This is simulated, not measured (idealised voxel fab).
Proc. module: voxel self aligned contacts
Xsec cut, 230 nm wide, square cell size 5 nm.
If you're reading a cross-section in this doc, picture square cells in a grid; it comes to you as bands, top ones listed first down to the bottom, and a band can be one or more rows of cells. Heads up on the band format: heights come first, top then bottom, in nm. After that it's the materials left to right, each with its width in nm. A single material flagged "full width" fills the whole band edge to edge, and "blank" means there's empty space there. It should be noted that heights are counted from 0, beneath which the wafer as supplied is of one material throughout, and that the lowest band possesses no lower boundary but continues downward, as written in "0 -> down". Graded width ("30 to 40"): value in top row of band = first number; value in bottom row = second number; row-to-row change constant. "left unchanged" -> step changed no cross-section cell. The entry titled "closed voids" provides the empty spaces that have no open way to the top, restricted to those of 8 cells or more. Each is presented as width x height at distance, the distance being measured from the left edge, with all three in nm. Note: text after step settings on the step line = simulator remark on that step. The "overlay nm" setting may appear on a step's line; for a step that uses a mask, it gives how far to the right of its planned position the mask lay, and a negative value indicates the left.
LIST OF PLANNED PROCESS STEPS
1) RECEIVE with material Si
2) OXIDIZE with depth nm 5
3) DIRECTIONAL_DEP with material polySi, thk nm 20
4) DIRECTIONAL_DEP with material SiN, thk nm 25
5) MASKED_ETCH with tone cover, mask id GATE, width nm 35, pitch nm 75, etch materials SiN, depth nm 25, overlay nm 0
6) MASKED_ETCH with tone cover, mask id GATE, width nm 35, pitch nm 75, etch materials polySi, depth nm 20, overlay nm 0
7) CONFORMAL_DEP with material SiN, thk nm 10
8) DIRECTIONAL_ETCH with etch materials SiN, depth nm 10
9) FILL_DEP with material SiO2, thk nm 15
10) CMP with height nm 50
11) DIRECTIONAL_DEP with material aC, thk nm 10
12) PATTERN with tone open, mask id CONTACT, material resist, width nm 60, pitch nm 75, thk nm 30, overlay nm 0
13) DIRECTIONAL_ETCH with etch materials aC, depth nm 10
14) STRIP with etch materials resist
15) DIRECTIONAL_ETCH with etch materials SiO2, depth nm 55
16) STRIP with etch materials aC
17) CONFORMAL_DEP with material TiN, thk nm 5
18) FILL_DEP with material Ru, thk nm 10
19) CMP with height nm 50
20) CONFORMAL_DEP with material SiCN, thk nm 5
CROSS-SECTION OF THE WAFER AT RECEIPT, WHICH IS THE CONDITION AFTER STEP 1
	0 -> down: Si full width
	closed voids: none
THE PLAN ABOVE WAS CARRIED OUT ON THE STARTING STRUCTURE ABOVE WITH ONE MISTAKE, AND THIS CROSS-SECTION SHOWS THE WAFER AT THE END OF THE MODULE
	55 -> 50: SiCN full width
	50 -> 45: 35 nm SiO2, then 35 nm TiN, then 10 nm Ru, then 15 nm TiN, then 15 nm SiO2, then 35 nm TiN, then 10 nm Ru, then 15 nm TiN, then 60 nm SiO2
	45 -> 20: 10 nm SiO2, then 55 nm SiN, then 5 nm TiN, then 10 nm Ru, then 5 nm TiN, then 55 nm SiN, then 5 nm TiN, then 10 nm Ru, then 5 nm TiN, then 55 nm SiN, then 15 nm SiO2
	20 -> 0: 10 nm SiO2, then 10 nm SiN, then 35 nm polySi, then 10 nm SiN, then 5 nm TiN, then 10 nm Ru, then 5 nm TiN, then 10 nm SiN, then 35 nm polySi, then 10 nm SiN, then 5 nm TiN, then 10 nm Ru, then 5 nm TiN, then 10 nm SiN, then 35 nm polySi, then 10 nm SiN, then 15 nm SiO2
	0 -> -5: 65 nm SiO2, then 20 nm TiN, then 55 nm SiO2, then 20 nm TiN, then 70 nm SiO2
	-5 -> down: Si full width
	closed voids: none
Here's what went sideways: step 12 ran differently from the plan; actual operation with settings: PATTERN with tone open, mask id CONTACT, material resist, width nm 60, pitch nm 75, thk nm 30, overlay nm -10
